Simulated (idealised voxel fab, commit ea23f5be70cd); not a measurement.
Process module in this document: voxel lift off
Each square cell in cross-section cut measures 5 nm, and the section as a whole is 155 nm wide.
This document writes a cross-section as a grid whose cells are square, and gives it as bands, listed from the top down; one or more rows of cells form a band.
For a band, the entry starts with two heights in nm, that of the top and then that of the bottom, and carries on with the band's materials in order from left to right, each alongside its width in nm; the word "all across" beside a single material means it fills the band edge to edge, and "air" means empty space.
We count height from 0. Below that, the starting wafer is all one material. The lowest band never ends at the bottom but goes on down; see "from 0 down" for how that is written.
The width entry "30 to 40" should be interpreted row by row: the top row of cells in the band takes the first number, the bottom row takes the second number, and the change between adjacent rows is uniform throughout.
Where a step carries "no change", the cross-section came out of it unchanged, cell for cell.
The list in "Internal closed voids" covers empty spaces of 8 cells or more that cannot reach the top through any open way, and it gives each as width x height at distance; the distance is from the left edge, and width, height and distance are in nm.
It should be noted that, on the line of a given step, the content following the step's settings is a remark produced by the simulator itself with respect to that step.
overlay nm: for a step with a mask, the amount by which the mask lay right of where it was planned; a negative amount means left of it.

### Planned process steps
1,RECEIVE: material Si
2,CONFORMAL_DEP: material Al2O3, thk nm 5
3,PATTERN: tone open, mask id LINES, material resist, width nm 15, pitch nm 30, thk nm 25, overlay nm 0
4,DIRECTIONAL_DEP: material Ru, thk nm 15
5,STRIP: etch materials resist
6,CONFORMAL_DEP: material SiO2, thk nm 5

### Shown in cross-section is the wafer as received, that is, as it stands after step 1
    from 0 down: Si all across
    Internal closed voids: none

### Look at the cross-section after the module: the wafer started out the way shown above and the plan was the one shown above, yet one mistake was made along the way
    from 25 to 20: air 20, SiO2 25, air 5, SiO2 25, air 5, SiO2 25, air 5, SiO2 25, air 20
    from 20 to 10: air 20, SiO2 5, Al2O3 15, SiO2 5, air 5, SiO2 5, Al2O3 15, SiO2 5, air 5, SiO2 5, Al2O3 15, SiO2 5, air 5, SiO2 5, Al2O3 15, SiO2 5, air 20
    from 10 to 5: SiO2 25, Al2O3 15, SiO2 15, Al2O3 15, SiO2 15, Al2O3 15, SiO2 15, Al2O3 15, SiO2 25
    from 5 to 0: Al2O3 all across
    from 0 down: Si all across
    Internal closed voids: none
The plan and the run diverged here: step 4: run off-plan, actual operation and settings DIRECTIONAL_DEP: material Al2O3, thk nm 15
